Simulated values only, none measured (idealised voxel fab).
Proc. module: voxel ribs on slabs
cross-section cut | 195 nm wide | cells 5 nm
Each cross-section below is a grid of square cells, stated as bands in top-down order, with one or more rows of cells making up each band. Heads up on the band format: heights come first, top then bottom, in nm. After that it's the materials left to right, each with its width in nm. A single material flagged "full width" fills the whole band edge to edge, and "blank" means there's empty space there. All heights in this document are referenced to 0, defined as the level beneath which the wafer, as received, consists entirely of one material. The lowest band is not bounded below; it extends indefinitely downward and is written in the form "top 0, no bottom". With a width like "30..40", each row of cells in the band differs from the next by the same amount, the top row carrying the first number and the bottom row the second. Step marked "remained unchanged"? Then no cell in the cross-section changed in it. "Voids lacking openings": sealed empty spaces, 8 cells or more, no open way to top, listed width x height at distance, with distance from the left edge and width, height and distance in nm. Note: text after step settings on the step line = simulator remark on that step. The optional step-line setting "overlay nm" applies to steps with a mask and quantifies how far to the right of its planned location the mask lay, a negative value indicating leftward placement.
### Process steps foreseen in the plan
step 1: op RECEIVE | material Si
step 2: op DIRECTIONAL_DEP | material SiO2 | thk nm 25
step 3: op DIRECTIONAL_DEP | material polySi | thk nm 20
step 4: op MASKED_ETCH | tone cover | mask id RIB | width nm 15 | etch materials polySi | depth nm 15 | overlay nm -15
step 5: op DIRECTIONAL_DEP | material aC | thk nm 15
step 6: op PATTERN | tone cover | mask id SLAB | material resist | width nm 65 | thk nm 35 | overlay nm 0
step 7: op DIRECTIONAL_ETCH | etch materials aC | depth nm 15
step 8: op STRIP | etch materials resist
step 9: op DIRECTIONAL_ETCH | etch materials polySi | depth nm 5
step 10: op STRIP | etch materials aC
step 11: op FILL_DEP | material SiO2 | thk nm 20
step 12: op CMP | height nm 55
step 13: op DIRECTIONAL_DEP | material TiN | thk nm 5
step 14: op PATTERN | tone cover | mask id HEATER | material resist | width nm 25 | thk nm 20 | overlay nm 0
step 15: op DIRECTIONAL_ETCH | etch materials TiN | depth nm 5
step 16: op STRIP | etch materials resist
step 17: op CONFORMAL_DEP | material SiN | thk nm 5
What sets these wafers apart? The overlay nm at step 4. They all start alike, and the plan carries the first wafer's value.
### first wafer as received, after step 1
- top 0, no bottom | Si full width
- Voids lacking openings: none
### Below: a row per wafer. Contents at end of module: for every material, cells gained since receipt (+) or lost since receipt (-); then closed voids
overlay nm -15; +41 SiN; +407 SiO2; +5 TiN; +22 polySi; Voids lacking openings: none
overlay nm -10; +41 SiN; +407 SiO2; +5 TiN; +22 polySi; Voids lacking openings: none
overlay nm -5; +41 SiN; +407 SiO2; +5 TiN; +22 polySi; Voids lacking openings: none
overlay nm 0; +41 SiN; +407 SiO2; +5 TiN; +22 polySi; Voids lacking openings: none
overlay nm 5; +41 SiN; +407 SiO2; +5 TiN; +22 polySi; Voids lacking openings: none
overlay nm 10; +41 SiN; +407 SiO2; +5 TiN; +22 polySi; Voids lacking openings: none
overlay nm 15; +41 SiN; +407 SiO2; +5 TiN; +22 polySi; Voids lacking openings: none
